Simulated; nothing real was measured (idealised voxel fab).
voxel gate over fins: a process module
FYI the section here is cut, 290 nm wide, cells are 5 nm squares.
Heads up, the way a cross-section reads in here is a grid of square cells, handed over as bands from the top down, with every band being one or more rows of cells.
Look at the band entry: it leads with the top's height and the bottom's height in nm. Then it lists the materials left to right, with a width in nm for each. The word "all across" on a single material says that material fills the band edge to edge. The word "air" is empty space.
A quick word on heights: they are counted from 0, and under that level the wafer as it came to us is one material throughout. The lowest band is different from the rest in having no bottom; it simply continues downward, written as in "top 0, no bottom".
Graded width ("30 to 40"): value in top row of band = first number; value in bottom row = second number; row-to-row change constant.
"remained the same" -> step changed no cross-section cell.
The entry "Enclosed cavity list" lists the empty spaces that cover at least 8 cells and have no open path to the top. Each is written as width x height at distance, where the distance is measured from the left edge and all three values are in nm.
It should be noted that, on the line of a given step, the content following the step's settings is a remark produced by the simulator itself with respect to that step.
overlay nm: how far to the right of its planned place the mask lay on this masked step (negative: to the left).
[List of planned process steps]
1. op RECEIVE | material Si
2. op CONFORMAL_DEP | material SiN | thk nm 5
3. op MASKED_ETCH | tone cover | mask id FINS | width nm 15 | pitch nm 40 | etch materials SiN | depth nm 5 | overlay nm 0
4. op MASKED_ETCH | tone cover | mask id FINS | width nm 15 | pitch nm 40 | etch materials Si | depth nm 30 | overlay nm 0
5. op FILL_DEP | material SiO2 | thk nm 10
6. op CMP | height nm 5
7. op SELECTIVE_ETCH | etch materials SiO2 | depth nm 15
8. op STRIP | etch materials SiN
9. op CONFORMAL_DEP | material HfO2 | thk nm 5
10. op CONFORMAL_DEP | material TiN | thk nm 5
11. op CONFORMAL_DEP | material TiAl | thk nm 5
12. op CONFORMAL_DEP | material TiN | thk nm 5
13. op FILL_DEP | material W | thk nm 10
14. op CMP | height nm 25
15. op CONFORMAL_DEP | material SiCN | thk nm 10
[The first of a set of two wafers, run to plan]
[Delivered wafer in cross-section: state after step 1]
- top 0, no bottom | Si all across
- Enclosed cavity list: none
[The following cross-section depicts the wafer upon completion of step 2]
- top 5, bottom 0 | SiN all across
- Unchanged below 0.
[The following cross-section depicts the wafer upon completion of step 3]
- top 5, bottom 0 | 115 air; 15 SiN; 25 air; 15 SiN; 120 air
- Unchanged below 0.
[The following cross-section depicts the wafer upon completion of step 4]
- top 5, bottom 0 | 115 air; 15 SiN; 25 air; 15 SiN; 120 air
- top 0, bottom -30 | 115 air; 15 Si; 25 air; 15 Si; 120 air
- Unchanged below -30.
[The following cross-section depicts the wafer upon completion of step 5]
- top 15, bottom 5 | SiO2 all across
- top 5, bottom 0 | 115 SiO2; 15 SiN; 25 SiO2; 15 SiN; 120 SiO2
- top 0, bottom -30 | 115 SiO2; 15 Si; 25 SiO2; 15 Si; 120 SiO2
- Unchanged below -30.
[The following cross-section depicts the wafer upon completion of step 6]
- top 5, bottom 0 | 115 SiO2; 15 SiN; 25 SiO2; 15 SiN; 120 SiO2
- Unchanged below 0.
[The following cross-section depicts the wafer upon completion of step 7]
- top 5, bottom 0 | 115 air; 15 SiN; 25 air; 15 SiN; 120 air
- top 0, bottom -10 | 115 air; 15 Si; 25 air; 15 Si; 120 air
- Unchanged below -10.
[The following cross-section depicts the wafer upon completion of step 8]
- top 0, bottom -10 | 115 air; 15 Si; 25 air; 15 Si; 120 air
- Unchanged below -10.
[The following cross-section depicts the wafer upon completion of step 9]
- top 5, bottom 0 | 110 air; 25 HfO2; 15 air; 25 HfO2; 115 air
- top 0, bottom -5 | 110 air; 5 HfO2; 15 Si; 5 HfO2; 15 air; 5 HfO2; 15 Si; 5 HfO2; 115 air
- top -5, bottom -10 | 115 HfO2; 15 Si; 25 HfO2; 15 Si; 120 HfO2
- Unchanged below -10.
[The following cross-section depicts the wafer upon completion of step 10]
- top 10, bottom 5 | 105 air; 35 TiN; 5 air; 35 TiN; 110 air
- top 5, bottom 0 | 105 air; 5 TiN; 25 HfO2; 5 TiN; 5 air; 5 TiN; 25 HfO2; 5 TiN; 110 air
- top 0, bottom -5 | 110 TiN; 5 HfO2; 15 Si; 5 HfO2; 15 TiN; 5 HfO2; 15 Si; 5 HfO2; 115 TiN
- Unchanged below -5.
[The following cross-section depicts the wafer upon completion of step 11]
- top 15, bottom 10 | 100 air; 85 TiAl; 105 air
- top 10, bottom 5 | 100 air; 5 TiAl; 35 TiN; 5 TiAl; 35 TiN; 5 TiAl; 105 air
- top 5, bottom 0 | 105 TiAl; 5 TiN; 25 HfO2; 5 TiN; 5 TiAl; 5 TiN; 25 HfO2; 5 TiN; 110 TiAl
- Unchanged below 0.
[The following cross-section depicts the wafer upon completion of step 12]
- top 20, bottom 15 | 95 air; 95 TiN; 100 air
- top 15, bottom 10 | 95 air; 5 TiN; 85 TiAl; 5 TiN; 100 air
- top 10, bottom 5 | 100 TiN; 5 TiAl; 35 TiN; 5 TiAl; 35 TiN; 5 TiAl; 105 TiN
- Unchanged below 5.
[The following cross-section depicts the wafer upon completion of step 13]
- top 30, bottom 20 | W all across
- top 20, bottom 15 | 95 W; 95 TiN; 100 W
- top 15, bottom 10 | 95 W; 5 TiN; 85 TiAl; 5 TiN; 100 W
- Unchanged below 10.
[The following cross-section depicts the wafer upon completion of step 14]
- top 25, bottom 20 | W all across
- Unchanged below 20.
[The following cross-section depicts the wafer upon completion of step 15]
- top 35, bottom 25 | SiCN all across
- Unchanged below 25.
[second wafer: like start, like plan, one mistake. Through step 8 it matches the first wafer]
[What the second wafer looks like in cross-section when step 9 should have wrapped up]
- top 5, bottom 0 | 110 air; 25 TiN; 15 air; 25 TiN; 115 air
- top 0, bottom -5 | 110 air; 5 TiN; 15 Si; 5 TiN; 15 air; 5 TiN; 15 Si; 5 TiN; 115 air
- top -5, bottom -10 | 115 TiN; 15 Si; 25 TiN; 15 Si; 120 TiN
- Unchanged below -10.
[What the second wafer looks like in cross-section when step 10 should have wrapped up]
- top 10, bottom 5 | 105 air; 35 HfO2; 5 air; 35 HfO2; 110 air
- top 5, bottom 0 | 105 air; 5 HfO2; 25 TiN; 5 HfO2; 5 air; 5 HfO2; 25 TiN; 5 HfO2; 110 air
- top 0, bottom -5 | 110 HfO2; 5 TiN; 15 Si; 5 TiN; 15 HfO2; 5 TiN; 15 Si; 5 TiN; 115 HfO2
- Unchanged below -5.
[What the second wafer looks like in cross-section when step 11 should have wrapped up]
- top 15, bottom 10 | 100 air; 85 TiAl; 105 air
- top 10, bottom 5 | 100 air; 5 TiAl; 35 HfO2; 5 TiAl; 35 HfO2; 5 TiAl; 105 air
- top 5, bottom 0 | 105 TiAl; 5 HfO2; 25 TiN; 5 HfO2; 5 TiAl; 5 HfO2; 25 TiN; 5 HfO2; 110 TiAl
- Unchanged below 0.
[What the second wafer looks like in cross-section when step 12 should have wrapped up]
- top 20, bottom 15 | 95 air; 95 TiN; 100 air
- top 15, bottom 10 | 95 air; 5 TiN; 85 TiAl; 5 TiN; 100 air
- top 10, bottom 5 | 100 TiN; 5 TiAl; 35 HfO2; 5 TiAl; 35 HfO2; 5 TiAl; 105 TiN
- Unchanged below 5.
[What the second wafer looks like in cross-section when step 13 should have wrapped up]
- top 30, bottom 20 | W all across
- top 20, bottom 15 | 95 W; 95 TiN; 100 W
- top 15, bottom 10 | 95 W; 5 TiN; 85 TiAl; 5 TiN; 100 W
- Unchanged below 10.
[What the second wafer looks like in cross-section when step 14 should have wrapped up]
- top 25, bottom 20 | W all across
- Unchanged below 20.
[What the second wafer looks like in cross-section when step 15 should have wrapped up]
- top 35, bottom 25 | SiCN all across
- Unchanged below 25.
Here's what went sideways: steps 9 and 10 of the plan were run in the wrong order, each in the other's place
By the end, you'd get the same cell count for each material on either wafer, but the second wafer puts them somewhere else.
